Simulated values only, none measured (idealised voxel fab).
process module | voxel ribs on slabs
cross-section cut | 200 nm wide | cells 5 nm
A cross-section is a grid of square cells, given in bands from the top down. A band is one or more rows of cells.
Each band's line starts with the height of the band's top and of its bottom, in nm. Then come its materials from left to right, each with its width in nm. One material with "throughout" fills the band from edge to edge. "air" is empty space.
Height 0 is the level under which the wafer as received is all one material. The lowest band goes on downwards, as in "0 down".
A width such as "30 to 40" changes by the same amount from each row of cells to the next, from the band's top row to its bottom row.
"no change" after a step means that no cell of the cross-section changed.
closed voids: empty space of 8 cells or more with no open way to the top, each as width x height at its distance from the left edge, in nm
after a step's settings: what the simulator itself notes on the step
overlay nm, on a step with a mask: how far to the right of its planned place the mask lay; to the left if negative
plan
1 op RECEIVE | material Si
2 op DIRECTIONAL_DEP | material SiO2 | thk nm 25
3 op DIRECTIONAL_DEP | material SiN | thk nm 20
4 op DIRECTIONAL_DEP | material aC | thk nm 10
5 op PATTERN | tone cover | mask id RIB | material resist | width nm 20 | thk nm 30 | overlay nm 0
6 op DIRECTIONAL_ETCH | etch materials aC | depth nm 10
7 op STRIP | etch materials resist
8 op DIRECTIONAL_ETCH | etch materials SiN | depth nm 10
9 op STRIP | etch materials aC
10 op PATTERN | tone cover | mask id SLAB | material resist | width nm 80 | thk nm 15 | overlay nm 0
11 op DIRECTIONAL_ETCH | etch materials SiN | depth nm 10
12 op STRIP | etch materials resist
13 op FILL_DEP | material SiO2 | thk nm 25
14 op CMP | height nm 65
15 op DIRECTIONAL_DEP | material W | thk nm 10
16 op PATTERN | tone cover | mask id HEATER | material resist | width nm 30 | thk nm 20 | overlay nm 0
17 op DIRECTIONAL_ETCH | etch materials W | depth nm 10
18 op STRIP | etch materials resist
19 op CONFORMAL_DEP | material SiN | thk nm 5
as received, after step 1
  0 down: Si throughout
  closed voids: none
first wafer at the end, as planned
  80 to 75: air 80 | SiN 40 | air 80
  75 to 70: air 80 | SiN 5 | W 30 | SiN 5 | air 80
  70 to 65: SiN 85 | W 30 | SiN 85
  65 to 45: SiO2 throughout
  45 to 35: SiO2 90 | SiN 20 | SiO2 90
  35 to 25: SiO2 60 | SiN 80 | SiO2 60
  25 to 0: SiO2 throughout
  0 down: Si throughout
  closed voids: none
second wafer at the end: like start, like plan, one mistake
  80 to 75: air 80 | SiN 40 | air 80
  75 to 70: air 80 | SiN 5 | W 30 | SiN 5 | air 80
  70 to 65: SiN 85 | W 30 | SiN 85
  65 to 45: SiO2 throughout
  45 to 35: SiO2 60 | SiN 80 | SiO2 60
  35 to 25: aC throughout
  25 to 0: SiO2 throughout
  0 down: Si throughout
  closed voids: none
what went wrong: steps 3 and 4 were swapped
at the end the second wafer has, in cells: 8 fewer of SiN | 72 fewer of SiO2 | 80 more of aC
